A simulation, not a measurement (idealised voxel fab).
The document below concerns the process module designated voxel capacitor over wiring.
FYI the section here is cut, 155 nm wide, cells are 5 nm squares.
Bands, listed from the top down, are how a cross-section gets written in this document; the cross-section itself is a grid of square cells, and a band is one or more rows of them. Quick guide to a band line: top height, bottom height (nm) up front; then every material left to right with its width in nm. Only one material and it's marked "edge to edge"? Then it fills the band edge to edge. And "blank" just means empty space. Where do heights start? At 0: under that level the wafer as delivered is made of one material only. And the lowest band has no floor; it just carries on downward, as in "from 0 down". Graded width ("30 to 40"): value in top row of band = first number; value in bottom row = second number; row-to-row change constant. "identical to before", as given for a step, is the statement that not any cell of the cross-section underwent a change during that step. Look at "Trapped void list" for the closed voids: empty spaces with no open path to the top, sized 8 cells or up. Each is width x height at distance, distance from the left edge, all nm. Past the settings on a step's line: simulator remark, on that step. A step's line can hold "overlay nm"; with a mask on that step, the setting says how far right of the planned place the mask lay, while a negative setting says it lay to the left.
-- These are the steps we planned for the process
- 1: RECEIVE, material Si
- 2: CONFORMAL_DEP, material SiO2, thk nm 15
- 3: CONFORMAL_DEP, material SiCN, thk nm 5
- 4: DIRECTIONAL_DEP, material SiO2, thk nm 20
- 5: DIRECTIONAL_DEP, material aC, thk nm 10
- 6: PATTERN, tone open, mask id METAL_1, material resist, width nm 30, pitch nm 85, thk nm 30, overlay nm 0
- 7: DIRECTIONAL_ETCH, etch materials aC, depth nm 10
- 8: STRIP, etch materials resist
- 9: DIRECTIONAL_ETCH, etch materials SiO2, depth nm 20
- 10: DIRECTIONAL_ETCH, etch materials SiCN, depth nm 5
- 11: STRIP, etch materials aC
- 12: CONFORMAL_DEP, material TiN, thk nm 5
- 13: FILL_DEP, material Cu, thk nm 10
- 14: CMP, height nm 40
- 15: EPI, material Ru, thk nm 5
- 16: FILL_DEP, material SiCN, thk nm 5
- 17: DIRECTIONAL_DEP, material lowk, thk nm 20
- 18: DIRECTIONAL_DEP, material aC, thk nm 10
- 19: PATTERN, tone open, mask id PLUG_1, material resist, width nm 15, thk nm 30, overlay nm 0
- 20: DIRECTIONAL_ETCH, etch materials aC, depth nm 10
- 21: STRIP, etch materials resist
- 22: DIRECTIONAL_ETCH, etch materials lowk, depth nm 20
- 23: DIRECTIONAL_ETCH, etch materials SiCN, depth nm 5
- 24: STRIP, etch materials aC
- 25: EPI, material Ru, thk nm 10
- 26: EPI, material Ru, thk nm 10
- 27: EPI, material Ru, thk nm 5
- 28: DIRECTIONAL_DEP, material TiN, thk nm 5
- 29: DIRECTIONAL_DEP, material HfO2, thk nm 5
- 30: DIRECTIONAL_DEP, material TiN, thk nm 5
- 31: PATTERN, tone cover, mask id UPPER_PLATE, material resist, width nm 60, thk nm 15, overlay nm 0
- 32: DIRECTIONAL_ETCH, etch materials TiN, depth nm 5
- 33: DIRECTIONAL_ETCH, etch materials HfO2, depth nm 5
- 34: STRIP, etch materials resist
- 35: DIRECTIONAL_DEP, material aC, thk nm 15
- 36: PATTERN, tone cover, mask id LOWER_PLATE, material resist, width nm 70, thk nm 35, overlay nm 0
- 37: DIRECTIONAL_ETCH, etch materials aC, depth nm 15
- 38: STRIP, etch materials resist
- 39: DIRECTIONAL_ETCH, etch materials TiN, depth nm 5
- 40: STRIP, etch materials aC
- 41: FILL_DEP, material SiO2, thk nm 15
- 42: CMP, height nm 95
- 43: MASKED_ETCH, tone open, mask id PLUG_2, width nm 15, etch materials SiO2, depth nm 10, overlay nm 0
- 44: CONFORMAL_DEP, material TiN, thk nm 5
- 45: FILL_DEP, material W, thk nm 10
- 46: CMP, height nm 95
- 47: CONFORMAL_DEP, material SiCN, thk nm 5
-- Run as planned: first of two wafers
-- As-received wafer cross-section (after step 1)
* from 0 down | Si edge to edge
* Trapped void list: none
-- Step 2 done - wafer cross-section
* from 15 to 0 | SiO2 edge to edge
* Whatever lies below 0 is exactly as it was before.
-- Step 3 done - wafer cross-section
* from 20 to 15 | SiCN edge to edge
* Whatever lies below 15 is exactly as it was before.
-- Step 4 done - wafer cross-section
* from 40 to 20 | SiO2 edge to edge
* Whatever lies below 20 is exactly as it was before.
-- Step 5 done - wafer cross-section
* from 50 to 40 | aC edge to edge
* Whatever lies below 40 is exactly as it was before.
-- Step 6 done - wafer cross-section
* from 80 to 50 | resist 20 nm  blank 30 nm  resist 55 nm  blank 30 nm  resist 20 nm
* Whatever lies below 50 is exactly as it was before.
-- Step 7 done - wafer cross-section
* from 70 to 50 | resist 20 nm  blank 30 nm  resist 55 nm  blank 30 nm  resist 20 nm
* from 50 to 40 | aC 20 nm  blank 30 nm  aC 55 nm  blank 30 nm  aC 20 nm
* Whatever lies below 40 is exactly as it was before.
-- Step 8 done - wafer cross-section
* from 50 to 40 | aC 20 nm  blank 30 nm  aC 55 nm  blank 30 nm  aC 20 nm
* Whatever lies below 40 is exactly as it was before.
-- Step 9 done - wafer cross-section
* from 50 to 40 | aC 20 nm  blank 30 nm  aC 55 nm  blank 30 nm  aC 20 nm
* from 40 to 20 | SiO2 20 nm  blank 30 nm  SiO2 55 nm  blank 30 nm  SiO2 20 nm
* Whatever lies below 20 is exactly as it was before.
-- Step 10 done - wafer cross-section
* from 50 to 40 | aC 20 nm  blank 30 nm  aC 55 nm  blank 30 nm  aC 20 nm
* from 40 to 20 | SiO2 20 nm  blank 30 nm  SiO2 55 nm  blank 30 nm  SiO2 20 nm
* from 20 to 15 | SiCN 20 nm  blank 30 nm  SiCN 55 nm  blank 30 nm  SiCN 20 nm
* Whatever lies below 15 is exactly as it was before.
-- Step 11 done - wafer cross-section
* from 40 to 20 | SiO2 20 nm  blank 30 nm  SiO2 55 nm  blank 30 nm  SiO2 20 nm
* Whatever lies below 20 is exactly as it was before.
-- Step 12 done - wafer cross-section
* from 45 to 40 | TiN 25 nm  blank 20 nm  TiN 65 nm  blank 20 nm  TiN 25 nm
* from 40 to 20 | SiO2 20 nm  TiN 5 nm  blank 20 nm  TiN 5 nm  SiO2 55 nm  TiN 5 nm  blank 20 nm  TiN 5 nm  SiO2 20 nm
* from 20 to 15 | SiCN 20 nm  TiN 30 nm  SiCN 55 nm  TiN 30 nm  SiCN 20 nm
* Whatever lies below 15 is exactly as it was before.
-- Step 13 done - wafer cross-section
* from 55 to 45 | Cu edge to edge
* from 45 to 40 | TiN 25 nm  Cu 20 nm  TiN 65 nm  Cu 20 nm  TiN 25 nm
* from 40 to 20 | SiO2 20 nm  TiN 5 nm  Cu 20 nm  TiN 5 nm  SiO2 55 nm  TiN 5 nm  Cu 20 nm  TiN 5 nm  SiO2 20 nm
* Whatever lies below 20 is exactly as it was before.
-- Step 14 done - wafer cross-section
* from 40 to 20 | SiO2 20 nm  TiN 5 nm  Cu 20 nm  TiN 5 nm  SiO2 55 nm  TiN 5 nm  Cu 20 nm  TiN 5 nm  SiO2 20 nm
* Whatever lies below 20 is exactly as it was before.
-- Step 15 done - wafer cross-section
* from 45 to 40 | blank 15 nm  Ru 40 nm  blank 45 nm  Ru 40 nm  blank 15 nm
* Whatever lies below 40 is exactly as it was before.
-- Step 16 done - wafer cross-section
* from 50 to 45 | SiCN edge to edge
* from 45 to 40 | SiCN 15 nm  Ru 40 nm  SiCN 45 nm  Ru 40 nm  SiCN 15 nm
* Whatever lies below 40 is exactly as it was before.
-- Step 17 done - wafer cross-section
* from 70 to 50 | lowk edge to edge
* Whatever lies below 50 is exactly as it was before.
-- Step 18 done - wafer cross-section
* from 80 to 70 | aC edge to edge
* Whatever lies below 70 is exactly as it was before.
-- Step 19 done - wafer cross-section
* from 110 to 80 | resist 35 nm  blank 15 nm  resist 105 nm
* Whatever lies below 80 is exactly as it was before.
-- Step 20 done - wafer cross-section
* from 100 to 80 | resist 35 nm  blank 15 nm  resist 105 nm
* from 80 to 70 | aC 35 nm  blank 15 nm  aC 105 nm
* Whatever lies below 70 is exactly as it was before.
-- Step 21 done - wafer cross-section
* from 80 to 70 | aC 35 nm  blank 15 nm  aC 105 nm
* Whatever lies below 70 is exactly as it was before.
-- Step 22 done - wafer cross-section
* from 80 to 70 | aC 35 nm  blank 15 nm  aC 105 nm
* from 70 to 50 | lowk 35 nm  blank 15 nm  lowk 105 nm
* Whatever lies below 50 is exactly as it was before.
-- Step 23 done - wafer cross-section
* from 80 to 70 | aC 35 nm  blank 15 nm  aC 105 nm
* from 70 to 50 | lowk 35 nm  blank 15 nm  lowk 105 nm
* from 50 to 45 | SiCN 35 nm  blank 15 nm  SiCN 105 nm
* Whatever lies below 45 is exactly as it was before.
-- Step 24 done - wafer cross-section
* from 70 to 50 | lowk 35 nm  blank 15 nm  lowk 105 nm
* Whatever lies below 50 is exactly as it was before.
-- Step 25 done - wafer cross-section
* from 70 to 55 | lowk 35 nm  blank 15 nm  lowk 105 nm
* from 55 to 50 | lowk 35 nm  Ru 15 nm  lowk 105 nm
* from 50 to 45 | SiCN 35 nm  Ru 15 nm  SiCN 105 nm
* Whatever lies below 45 is exactly as it was before.
-- Step 26 done - wafer cross-section
* from 70 to 65 | lowk 35 nm  blank 15 nm  lowk 105 nm
* from 65 to 50 | lowk 35 nm  Ru 15 nm  lowk 105 nm
* Whatever lies below 50 is exactly as it was before.
-- Step 27 done - wafer cross-section
* from 70 to 50 | lowk 35 nm  Ru 15 nm  lowk 105 nm
* Whatever lies below 50 is exactly as it was before.
-- Step 28 done - wafer cross-section
* from 75 to 70 | TiN edge to edge
* Whatever lies below 70 is exactly as it was before.
-- Step 29 done - wafer cross-section
* from 80 to 75 | HfO2 edge to edge
* Whatever lies below 75 is exactly as it was before.
-- Step 30 done - wafer cross-section
* from 85 to 80 | TiN edge to edge
* Whatever lies below 80 is exactly as it was before.
-- Step 31 done - wafer cross-section
* from 100 to 85 | blank 35 nm  resist 60 nm  blank 60 nm
* Whatever lies below 85 is exactly as it was before.
-- Step 32 done - wafer cross-section
* from 100 to 85 | blank 35 nm  resist 60 nm  blank 60 nm
* from 85 to 80 | blank 35 nm  TiN 60 nm  blank 60 nm
* Whatever lies below 80 is exactly as it was before.
-- Step 33 done - wafer cross-section
* from 100 to 85 | blank 35 nm  resist 60 nm  blank 60 nm
* from 85 to 80 | blank 35 nm  TiN 60 nm  blank 60 nm
* from 80 to 75 | blank 35 nm  HfO2 60 nm  blank 60 nm
* Whatever lies below 75 is exactly as it was before.
-- Step 34 done - wafer cross-section
* from 85 to 80 | blank 35 nm  TiN 60 nm  blank 60 nm
* Whatever lies below 80 is exactly as it was before.
-- Step 35 done - wafer cross-section
* from 100 to 90 | blank 35 nm  aC 60 nm  blank 60 nm
* from 90 to 85 | aC edge to edge
* from 85 to 80 | aC 35 nm  TiN 60 nm  aC 60 nm
* from 80 to 75 | aC 35 nm  HfO2 60 nm  aC 60 nm
* Whatever lies below 75 is exactly as it was before.
-- Step 36 done - wafer cross-section
* from 135 to 100 | blank 30 nm  resist 70 nm  blank 55 nm
* from 100 to 90 | blank 30 nm  resist 5 nm  aC 60 nm  resist 5 nm  blank 55 nm
* Whatever lies below 90 is exactly as it was before.
-- Step 37 done - wafer cross-section
* from 120 to 100 | blank 30 nm  resist 70 nm  blank 55 nm
* from 100 to 90 | blank 30 nm  resist 5 nm  aC 60 nm  resist 5 nm  blank 55 nm
* from 90 to 85 | blank 30 nm  aC 70 nm  blank 55 nm
* from 85 to 80 | blank 30 nm  aC 5 nm  TiN 60 nm  aC 5 nm  blank 55 nm
* from 80 to 75 | blank 30 nm  aC 5 nm  HfO2 60 nm  aC 5 nm  blank 55 nm
* Whatever lies below 75 is exactly as it was before.
-- Step 38 done - wafer cross-section
* from 100 to 90 | blank 35 nm  aC 60 nm  blank 60 nm
* Whatever lies below 90 is exactly as it was before.
-- Step 39 done - wafer cross-section
* from 100 to 90 | blank 35 nm  aC 60 nm  blank 60 nm
* from 90 to 85 | blank 30 nm  aC 70 nm  blank 55 nm
* from 85 to 80 | blank 30 nm  aC 5 nm  TiN 60 nm  aC 5 nm  blank 55 nm
* from 80 to 75 | blank 30 nm  aC 5 nm  HfO2 60 nm  aC 5 nm  blank 55 nm
* from 75 to 70 | blank 30 nm  TiN 70 nm  blank 55 nm
* Whatever lies below 70 is exactly as it was before.
-- Step 40 done - wafer cross-section
* from 85 to 80 | blank 35 nm  TiN 60 nm  blank 60 nm
* from 80 to 75 | blank 35 nm  HfO2 60 nm  blank 60 nm
* Whatever lies below 75 is exactly as it was before.
-- Step 41 done - wafer cross-section
* from 100 to 85 | SiO2 edge to edge
* from 85 to 80 | SiO2 35 nm  TiN 60 nm  SiO2 60 nm
* from 80 to 75 | SiO2 35 nm  HfO2 60 nm  SiO2 60 nm
* from 75 to 70 | SiO2 30 nm  TiN 70 nm  SiO2 55 nm
* Whatever lies below 70 is exactly as it was before.
-- Step 42 done - wafer cross-section
* from 95 to 85 | SiO2 edge to edge
* Whatever lies below 85 is exactly as it was before.
-- Step 43 done - wafer cross-section
* from 95 to 85 | SiO2 45 nm  blank 15 nm  SiO2 95 nm
* Whatever lies below 85 is exactly as it was before.
-- Step 44 done - wafer cross-section
* from 100 to 95 | TiN 50 nm  blank 5 nm  TiN 100 nm
* from 95 to 90 | SiO2 45 nm  TiN 5 nm  blank 5 nm  TiN 5 nm  SiO2 95 nm
* from 90 to 80 | SiO2 45 to 35 nm  TiN 15 to 60 nm  SiO2 95 to 60 nm
* Whatever lies below 80 is exactly as it was before.
-- Step 45 done - wafer cross-section
* from 110 to 100 | W edge to edge
* from 100 to 95 | TiN 50 nm  W 5 nm  TiN 100 nm
* from 95 to 90 | SiO2 45 nm  TiN 5 nm  W 5 nm  TiN 5 nm  SiO2 95 nm
* Whatever lies below 90 is exactly as it was before.
-- Step 46 done - wafer cross-section
* from 95 to 90 | SiO2 45 nm  TiN 5 nm  W 5 nm  TiN 5 nm  SiO2 95 nm
* Whatever lies below 90 is exactly as it was before.
-- Step 47 done - wafer cross-section
* from 100 to 95 | SiCN edge to edge
* Whatever lies below 95 is exactly as it was before.
-- The Second Wafer: Common Origin and Plan, One Mistake in Execution, Identical to the First Through Step 13
Cross-section of the second wafer at the time step 14 of the plan should have ended: identical to before
-- Cross-section of the second wafer at the time step 15 of the plan should have ended
* from 60 to 55 | Ru edge to edge
* Whatever lies below 55 is exactly as it was before.
-- Cross-section of the second wafer at the time step 16 of the plan should have ended
* from 65 to 60 | SiCN edge to edge
* Whatever lies below 60 is exactly as it was before.
-- Cross-section of the second wafer at the time step 17 of the plan should have ended
* from 85 to 65 | lowk edge to edge
* Whatever lies below 65 is exactly as it was before.
-- Cross-section of the second wafer at the time step 18 of the plan should have ended
* from 95 to 85 | aC edge to edge
* Whatever lies below 85 is exactly as it was before.
-- Cross-section of the second wafer at the time step 19 of the plan should have ended
* from 125 to 95 | resist 35 nm  blank 15 nm  resist 105 nm
* Whatever lies below 95 is exactly as it was before.
-- Cross-section of the second wafer at the time step 20 of the plan should have ended
* from 115 to 95 | resist 35 nm  blank 15 nm  resist 105 nm
* from 95 to 85 | aC 35 nm  blank 15 nm  aC 105 nm
* Whatever lies below 85 is exactly as it was before.
-- Cross-section of the second wafer at the time step 21 of the plan should have ended
* from 95 to 85 | aC 35 nm  blank 15 nm  aC 105 nm
* Whatever lies below 85 is exactly as it was before.
-- Cross-section of the second wafer at the time step 22 of the plan should have ended
* from 95 to 85 | aC 35 nm  blank 15 nm  aC 105 nm
* from 85 to 65 | lowk 35 nm  blank 15 nm  lowk 105 nm
* Whatever lies below 65 is exactly as it was before.
-- Cross-section of the second wafer at the time step 23 of the plan should have ended
* from 95 to 85 | aC 35 nm  blank 15 nm  aC 105 nm
* from 85 to 65 | lowk 35 nm  blank 15 nm  lowk 105 nm
* from 65 to 60 | SiCN 35 nm  blank 15 nm  SiCN 105 nm
* Whatever lies below 60 is exactly as it was before.
-- Cross-section of the second wafer at the time step 24 of the plan should have ended
* from 85 to 65 | lowk 35 nm  blank 15 nm  lowk 105 nm
* Whatever lies below 65 is exactly as it was before.
-- Cross-section of the second wafer at the time step 25 of the plan should have ended
* from 85 to 70 | lowk 35 nm  blank 15 nm  lowk 105 nm
* from 70 to 65 | lowk 35 nm  Ru 15 nm  lowk 105 nm
* from 65 to 60 | SiCN 35 nm  Ru 15 nm  SiCN 105 nm
* Whatever lies below 60 is exactly as it was before.
-- Cross-section of the second wafer at the time step 26 of the plan should have ended
* from 85 to 80 | lowk 35 nm  blank 15 nm  lowk 105 nm
* from 80 to 65 | lowk 35 nm  Ru 15 nm  lowk 105 nm
* Whatever lies below 65 is exactly as it was before.
-- Cross-section of the second wafer at the time step 27 of the plan should have ended
* from 85 to 65 | lowk 35 nm  Ru 15 nm  lowk 105 nm
* Whatever lies below 65 is exactly as it was before.
-- Cross-section of the second wafer at the time step 28 of the plan should have ended
* from 90 to 85 | TiN edge to edge
* Whatever lies below 85 is exactly as it was before.
-- Cross-section of the second wafer at the time step 29 of the plan should have ended
* from 95 to 90 | HfO2 edge to edge
* Whatever lies below 90 is exactly as it was before.
-- Cross-section of the second wafer at the time step 30 of the plan should have ended
* from 100 to 95 | TiN edge to edge
* Whatever lies below 95 is exactly as it was before.
-- Cross-section of the second wafer at the time step 31 of the plan should have ended
* from 115 to 100 | blank 35 nm  resist 60 nm  blank 60 nm
* Whatever lies below 100 is exactly as it was before.
-- Cross-section of the second wafer at the time step 32 of the plan should have ended
* from 115 to 100 | blank 35 nm  resist 60 nm  blank 60 nm
* from 100 to 95 | blank 35 nm  TiN 60 nm  blank 60 nm
* Whatever lies below 95 is exactly as it was before.
-- Cross-section of the second wafer at the time step 33 of the plan should have ended
* from 115 to 100 | blank 35 nm  resist 60 nm  blank 60 nm
* from 100 to 95 | blank 35 nm  TiN 60 nm  blank 60 nm
* from 95 to 90 | blank 35 nm  HfO2 60 nm  blank 60 nm
* Whatever lies below 90 is exactly as it was before.
-- Cross-section of the second wafer at the time step 34 of the plan should have ended
* from 100 to 95 | blank 35 nm  TiN 60 nm  blank 60 nm
* Whatever lies below 95 is exactly as it was before.
-- Cross-section of the second wafer at the time step 35 of the plan should have ended
* from 115 to 105 | blank 35 nm  aC 60 nm  blank 60 nm
* from 105 to 100 | aC edge to edge
* from 100 to 95 | aC 35 nm  TiN 60 nm  aC 60 nm
* from 95 to 90 | aC 35 nm  HfO2 60 nm  aC 60 nm
* Whatever lies below 90 is exactly as it was before.
-- Cross-section of the second wafer at the time step 36 of the plan should have ended
* from 150 to 115 | blank 30 nm  resist 70 nm  blank 55 nm
* from 115 to 105 | blank 30 nm  resist 5 nm  aC 60 nm  resist 5 nm  blank 55 nm
* Whatever lies below 105 is exactly as it was before.
-- Cross-section of the second wafer at the time step 37 of the plan should have ended
* from 135 to 115 | blank 30 nm  resist 70 nm  blank 55 nm
* from 115 to 105 | blank 30 nm  resist 5 nm  aC 60 nm  resist 5 nm  blank 55 nm
* from 105 to 100 | blank 30 nm  aC 70 nm  blank 55 nm
* from 100 to 95 | blank 30 nm  aC 5 nm  TiN 60 nm  aC 5 nm  blank 55 nm
* from 95 to 90 | blank 30 nm  aC 5 nm  HfO2 60 nm  aC 5 nm  blank 55 nm
* Whatever lies below 90 is exactly as it was before.
-- Cross-section of the second wafer at the time step 38 of the plan should have ended
* from 115 to 105 | blank 35 nm  aC 60 nm  blank 60 nm
* Whatever lies below 105 is exactly as it was before.
-- Cross-section of the second wafer at the time step 39 of the plan should have ended
* from 115 to 105 | blank 35 nm  aC 60 nm  blank 60 nm
* from 105 to 100 | blank 30 nm  aC 70 nm  blank 55 nm
* from 100 to 95 | blank 30 nm  aC 5 nm  TiN 60 nm  aC 5 nm  blank 55 nm
* from 95 to 90 | blank 30 nm  aC 5 nm  HfO2 60 nm  aC 5 nm  blank 55 nm
* from 90 to 85 | blank 30 nm  TiN 70 nm  blank 55 nm
* Whatever lies below 85 is exactly as it was before.
-- Cross-section of the second wafer at the time step 40 of the plan should have ended
* from 100 to 95 | blank 35 nm  TiN 60 nm  blank 60 nm
* from 95 to 90 | blank 35 nm  HfO2 60 nm  blank 60 nm
* Whatever lies below 90 is exactly as it was before.
-- Cross-section of the second wafer at the time step 41 of the plan should have ended
* from 115 to 100 | SiO2 edge to edge
* from 100 to 95 | SiO2 35 nm  TiN 60 nm  SiO2 60 nm
* from 95 to 90 | SiO2 35 nm  HfO2 60 nm  SiO2 60 nm
* from 90 to 85 | SiO2 30 nm  TiN 70 nm  SiO2 55 nm
* Whatever lies below 85 is exactly as it was before.
-- Cross-section of the second wafer at the time step 42 of the plan should have ended
* from 95 to 90 | SiO2 35 nm  HfO2 60 nm  SiO2 60 nm
* Whatever lies below 90 is exactly as it was before.
Cross-section of the second wafer at the time step 43 of the plan should have ended: identical to before
-- Cross-section of the second wafer at the time step 44 of the plan should have ended
* from 100 to 95 | TiN edge to edge
* Whatever lies below 95 is exactly as it was before.
-- Cross-section of the second wafer at the time step 45 of the plan should have ended
* from 110 to 100 | W edge to edge
* Whatever lies below 100 is exactly as it was before.
-- Cross-section of the second wafer at the time step 46 of the plan should have ended
* from 95 to 90 | SiO2 35 nm  HfO2 60 nm  SiO2 60 nm
* Whatever lies below 90 is exactly as it was before.
-- Cross-section of the second wafer at the time step 47 of the plan should have ended
* from 100 to 95 | SiCN edge to edge
* Whatever lies below 95 is exactly as it was before.
In executing the process, a mistake was made relative to the plan: step 14 in the plan did not get run; it was skipped
Wafer comparison, final, in cells, second relative to first, materials more or fewer: Cu +70; Ru +15; SiCN -15; SiO2 -75; TiN +6; W -1
